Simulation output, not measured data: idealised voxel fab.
The document below concerns the process module designated voxel capacitor over wiring.
Pictured: cross-section cut, 255 nm wide, on a grid of 5 nm square cells.
We lay out every cross-section as a grid of square cells and spell it out in bands from the top down, where one band means one or more rows of cells.
Heights first: top, then bottom, in nm. Then materials, left to right, each with a width in nm. "edge to edge" on a single material: fills the band edge to edge. "blank": empty space.
Height is counted from the level 0, under which the received wafer is composed throughout of one material. The lowest of the bands is not closed at the bottom but continues downward, in the notation "0 -> down".
Width: "30..40" (first number = top row, second number = bottom row, same change from row to row of cells).
A step reported as "remained the same" is a step in which no cell of the cross-section changed.
"Enclosed void inventory" enumerates empty spaces isolated from the top, with no open way to it, that contain at least 8 cells, giving each as width x height at distance from the left edge, all three in nm.
The remark found on a step's line after its settings is issued by the simulator itself and pertains to that step.
overlay nm: mask offset rightward from planned place, masked step; negative means leftward offset.

STEPS IN THE PROCESS PLAN
1: RECEIVE, material Si
2: CONFORMAL_DEP, material SiO2, thk nm 15
3: DIRECTIONAL_DEP, material TiN, thk nm 5
4: DIRECTIONAL_DEP, material Ru, thk nm 25
5: MASKED_ETCH, tone cover, mask id METAL_1, width nm 20, pitch nm 85, etch materials Ru, depth nm 25, overlay nm 0
6: MASKED_ETCH, tone cover, mask id METAL_1, width nm 20, pitch nm 85, etch materials TiN, depth nm 5, overlay nm 0
7: FILL_DEP, material SiO2, thk nm 10
8: CMP, height nm 45
9: CONFORMAL_DEP, material SiCN, thk nm 5
10: DIRECTIONAL_DEP, material SiO2, thk nm 20
11: DIRECTIONAL_DEP, material aC, thk nm 10
12: PATTERN, tone open, mask id PLUG_1, material resist, width nm 15, thk nm 30, overlay nm 0
13: DIRECTIONAL_ETCH, etch materials aC, depth nm 10
14: STRIP, etch materials resist
15: DIRECTIONAL_ETCH, etch materials SiO2, depth nm 20
16: DIRECTIONAL_ETCH, etch materials SiCN, depth nm 5
17: STRIP, etch materials aC
18: EPI, material Ru, thk nm 10
19: EPI, material Ru, thk nm 10
20: EPI, material Ru, thk nm 5
21: DIRECTIONAL_DEP, material TiN, thk nm 5
22: DIRECTIONAL_DEP, material HfO2, thk nm 5
23: DIRECTIONAL_DEP, material TiN, thk nm 5
24: MASKED_ETCH, tone cover, mask id UPPER_PLATE, width nm 70, etch materials TiN, depth nm 5, overlay nm 0
25: MASKED_ETCH, tone cover, mask id UPPER_PLATE, width nm 70, etch materials HfO2, depth nm 5, overlay nm 0
26: MASKED_ETCH, tone cover, mask id LOWER_PLATE, width nm 80, etch materials TiN, depth nm 5, overlay nm 0
27: FILL_DEP, material SiO2, thk nm 15
28: CMP, height nm 95
29: PATTERN, tone open, mask id PLUG_2, material resist, width nm 15, thk nm 15, overlay nm 0
30: DIRECTIONAL_ETCH, etch materials SiO2, depth nm 10
31: STRIP, etch materials resist
32: CONFORMAL_DEP, material TiN, thk nm 5
33: FILL_DEP, material Ru, thk nm 10
34: CMP, height nm 95
35: CONFORMAL_DEP, material SiCN, thk nm 5

CROSS-SECTION: WAFER ON ARRIVAL = AFTER STEP 1
    0 -> down | Si edge to edge
    Enclosed void inventory: none

CROSS-SECTION, FIRST OF TWO WAFERS, END OF MODULE, RUN AS PLANNED
    100 -> 95 | SiCN edge to edge
    95 -> 90 | 90 of SiO2, then 5 of TiN, then 5 of Ru, then 5 of TiN, then 150 of SiO2
    90 -> 80 | 90..80 of SiO2, then 15..70 of TiN, then 150..105 of SiO2
    80 -> 75 | 80 of SiO2, then 70 of HfO2, then 105 of SiO2
    75 -> 70 | 75 of SiO2, then 80 of TiN, then 100 of SiO2
    70 -> 50 | 80 of SiO2, then 15 of Ru, then 160 of SiO2
    50 -> 45 | 80 of SiCN, then 15 of Ru, then 160 of SiCN
    45 -> 20 | 75 of SiO2, then 20 of Ru, then 65 of SiO2, then 20 of Ru, then 75 of SiO2
    20 -> 15 | 75 of SiO2, then 20 of TiN, then 65 of SiO2, then 20 of TiN, then 75 of SiO2
    15 -> 0 | SiO2 edge to edge
    0 -> down | Si edge to edge
    Enclosed void inventory: none

SECOND OF TWO WAFERS, MODULE COMPLETE, SECTIONED: IT SHARES THE FIRST WAFER'S START AND PLAN BUT WAS RUN WITH ONE MISTAKE
    100 -> 95 | SiCN edge to edge
    95 -> 90 | 90 of SiO2, then 5 of TiN, then 5 of Ru, then 5 of TiN, then 150 of SiO2
    90 -> 85 | 90 of SiO2, then 15 of TiN, then 150 of SiO2
    85 -> 80 | SiO2 edge to edge
    80 -> 75 | 80 of SiO2, then 70 of HfO2, then 105 of SiO2
    75 -> 70 | 75 of TiN, then 5 of SiO2, then 70 of TiN, then 5 of SiO2, then 100 of TiN
    70 -> 50 | 80 of SiO2, then 15 of Ru, then 160 of SiO2
    50 -> 45 | 80 of SiCN, then 15 of Ru, then 160 of SiCN
    45 -> 20 | 75 of SiO2, then 20 of Ru, then 65 of SiO2, then 20 of Ru, then 75 of SiO2
    20 -> 15 | 75 of SiO2, then 20 of TiN, then 65 of SiO2, then 20 of TiN, then 75 of SiO2
    15 -> 0 | SiO2 edge to edge
    0 -> down | Si edge to edge
    Enclosed void inventory: none
Finding, execution versus plan: step 26 did not happen as planned, as run it was MASKED_ETCH, tone open, mask id LOWER_PLATE, width nm 80, etch materials TiN, depth nm 5, overlay nm 0
Final wafer comparison in cells, second versus first, more or fewer per material: SiO2 -19; TiN +19
